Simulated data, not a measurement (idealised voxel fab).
The process module presented herein is designated voxel released beams.
Square cells of 5 nm make up the cross-section cut, whose width is 205 nm.
Cross-section layout: square cells on a grid; listed as bands, top to bottom; a band spans one or more cell rows.
A band entry consists of two parts. The first gives the height of the band's top and the height of its bottom, in nm. The rest lists the band's materials from left to right, each with its width in nm. A single material labelled with the word "full width" fills the band from edge to edge, and the word "blank" marks empty space.
A quick word on heights: they are counted from 0, and under that level the wafer as it came to us is one material throughout. The lowest band is different from the rest in having no bottom; it simply continues downward, written as in "0 nm and below".
Width "30..40": first value at the band's top row of cells, second value at its bottom row, equal change from row to row.
"nothing different" (step): cross-section cells unchanged, all of them.
Look at "Non-vented voids" for the closed voids: empty spaces with no open path to the top, sized 8 cells or up. Each is width x height at distance, distance from the left edge, all nm.
Formally, on a step line, whatever follows the settings is a remark that the simulator itself makes on the step.
overlay nm, on a step with a mask: how far to the right of its planned place the mask lay; to the left if negative

[Steps in the process plan]
1. RECEIVE, material Si
2. CONFORMAL_DEP, material SiN, thk nm 10
3. DIRECTIONAL_DEP, material SiO2, thk nm 15
4. DIRECTIONAL_DEP, material aC, thk nm 10
5. PATTERN, tone open, mask id ANCHOR, material resist, width nm 25, thk nm 30, overlay nm 0
6. DIRECTIONAL_ETCH, etch materials aC, depth nm 10
7. STRIP, etch materials resist
8. DIRECTIONAL_ETCH, etch materials SiO2, depth nm 15
9. STRIP, etch materials aC
10. CONFORMAL_DEP, material W, thk nm 10
11. DIRECTIONAL_DEP, material aC, thk nm 15
12. PATTERN, tone cover, mask id BEAM, material resist, width nm 90, thk nm 35, overlay nm 0
13. DIRECTIONAL_ETCH, etch materials aC, depth nm 15
14. STRIP, etch materials resist
15. DIRECTIONAL_ETCH, etch materials W, depth nm 10
16. STRIP, etch materials aC
17. STRIP, etch materials SiO2

[Delivered wafer in cross-section: state after step 1]
	0 nm and below  Si full width
	Non-vented voids: none

[Cross-section at module end, one run error; start and plan unchanged from above]
	40 nm to 30 nm  blank 55 nm, then W 90 nm, then blank 60 nm
	30 nm to 25 nm  W full width
	25 nm to 10 nm  SiO2 60 nm, then W 25 nm, then SiO2 120 nm
	10 nm to 0 nm  SiN full width
	0 nm and below  Si full width
	Non-vented voids: none
Short version of what went wrong: step 10 off recipe, ran as CONFORMAL_DEP, material W, thk nm 15
